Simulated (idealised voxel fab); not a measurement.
Presented below is a process module, voxel air gaps.
270 nm wide, 5 nm square cells: that's cross-section cut.
Cross-section spec: square-cell grid; bands listed top down; each band is one or more rows.
Within each band entry, the heights of the top and of the bottom of the band appear first, in that order and in nm; the materials of the band then follow from left to right, each with its corresponding width in nm. The designation "edge to edge" on a single material indicates that it fills the band from edge to edge; the designation "blank" indicates empty space.
Height is counted from the level 0, under which the received wafer is composed throughout of one material. The lowest of the bands is not closed at the bottom but continues downward, in the notation "0 nm and below".
Width "30->40": first value at the band's top row of cells, second value at its bottom row, equal change from row to row.
A step reported as "remained unchanged" is a step in which no cell of the cross-section changed.
For the entry "Trapped voids", the listed items are empty spaces with no open way to the top whose size is 8 cells or more; each item follows the pattern width x height at distance, where distance is from the left edge and all three are in nm.
It should be noted that, on the line of a given step, the content following the step's settings is a remark produced by the simulator itself with respect to that step.
What "overlay nm" on a step's line means: if the step has a mask, that mask lay this far to the right of its planned place, or, when the value is negative, to the left.
[The planned process steps are enumerated hereunder]
1. op RECEIVE | material Si
2. op CONFORMAL_DEP | material SiO2 | thk nm 10
3. op CONFORMAL_DEP | material SiN | thk nm 5
4. op DIRECTIONAL_DEP | material SiO2 | thk nm 35
5. op MASKED_ETCH | tone open | mask id LINES | width nm 20 | pitch nm 45 | etch materials SiO2 | depth nm 35 | overlay nm 0
6. op CONFORMAL_DEP | material TiN | thk nm 5
7. op FILL_DEP | material W | thk nm 5
8. op CMP | height nm 50
9. op EPI | material Ru | thk nm 10
10. op SELECTIVE_ETCH | etch materials SiO2 | depth nm 45
11. op CONFORMAL_DEP | material SiCN | thk nm 5
[Cross-section, incoming material, after step 1]
> 0 nm and below: Si edge to edge
> Trapped voids: none
[The first of the two wafers as seen in cross-section once the module was finished; processing followed the plan]
> 65 nm to 60 nm: 40 blank / 185 SiCN / 45 blank
> 60 nm to 50 nm: 40 blank / 5 SiCN / 40 Ru / 5 SiCN / 40 Ru / 5 SiCN / 40 Ru / 5 SiCN / 40 Ru / 5 SiCN / 45 blank
> 50 nm to 45 nm: 40 blank / 15 SiCN / 5 TiN / 10 W / 5 TiN / 25 SiCN / 5 TiN / 10 W / 5 TiN / 25 SiCN / 5 TiN / 10 W / 5 TiN / 25 SiCN / 5 TiN / 10 W / 5 TiN / 15 SiCN / 45 blank
> 45 nm to 20 nm: 50 blank / 5 SiCN / 5 TiN / 10 W / 5 TiN / 5 SiCN / 15 blank / 5 SiCN / 5 TiN / 10 W / 5 TiN / 5 SiCN / 15 blank / 5 SiCN / 5 TiN / 10 W / 5 TiN / 5 SiCN / 15 blank / 5 SiCN / 5 TiN / 10 W / 5 TiN / 5 SiCN / 55 blank
> 20 nm to 15 nm: 55 SiCN / 20 TiN / 25 SiCN / 20 TiN / 25 SiCN / 20 TiN / 25 SiCN / 20 TiN / 60 SiCN
> 15 nm to 10 nm: SiN edge to edge
> 10 nm to 0 nm: SiO2 edge to edge
> 0 nm and below: Si edge to edge
> Trapped voids: 15 x 25 at 80; 15 x 25 at 125; 15 x 25 at 170
[Now the second wafer, cross-sectioned at the end of the module. Nothing different at the start, nothing different in the plan compared with the first, just one mistake when it was actually run]
> 65 nm to 60 nm: SiCN edge to edge
> 60 nm to 50 nm: Ru edge to edge
> 50 nm to 20 nm: 50 W / 5 TiN / 20 SiO2 / 5 TiN / 15 W / 5 TiN / 20 SiO2 / 5 TiN / 15 W / 5 TiN / 20 SiO2 / 5 TiN / 15 W / 5 TiN / 20 SiO2 / 5 TiN / 55 W
> 20 nm to 15 nm: 55 TiN / 20 SiO2 / 25 TiN / 20 SiO2 / 25 TiN / 20 SiO2 / 25 TiN / 20 SiO2 / 60 TiN
> 15 nm to 10 nm: SiN edge to edge
> 10 nm to 0 nm: SiO2 edge to edge
> 0 nm and below: Si edge to edge
> Trapped voids: none
Short version of what went wrong: step 5 did not happen as planned, as run it was op MASKED_ETCH | tone cover | mask id LINES | width nm 20 | pitch nm 45 | etch materials SiO2 | depth nm 35 | overlay nm 0
Final cells, second wafer relative to first, materials higher or lower: Ru +44 | SiCN -92 | SiO2 +112 | TiN +22 | W +132
Final observation: first wafer, 3 closed voids; second wafer, 0 closed voids.
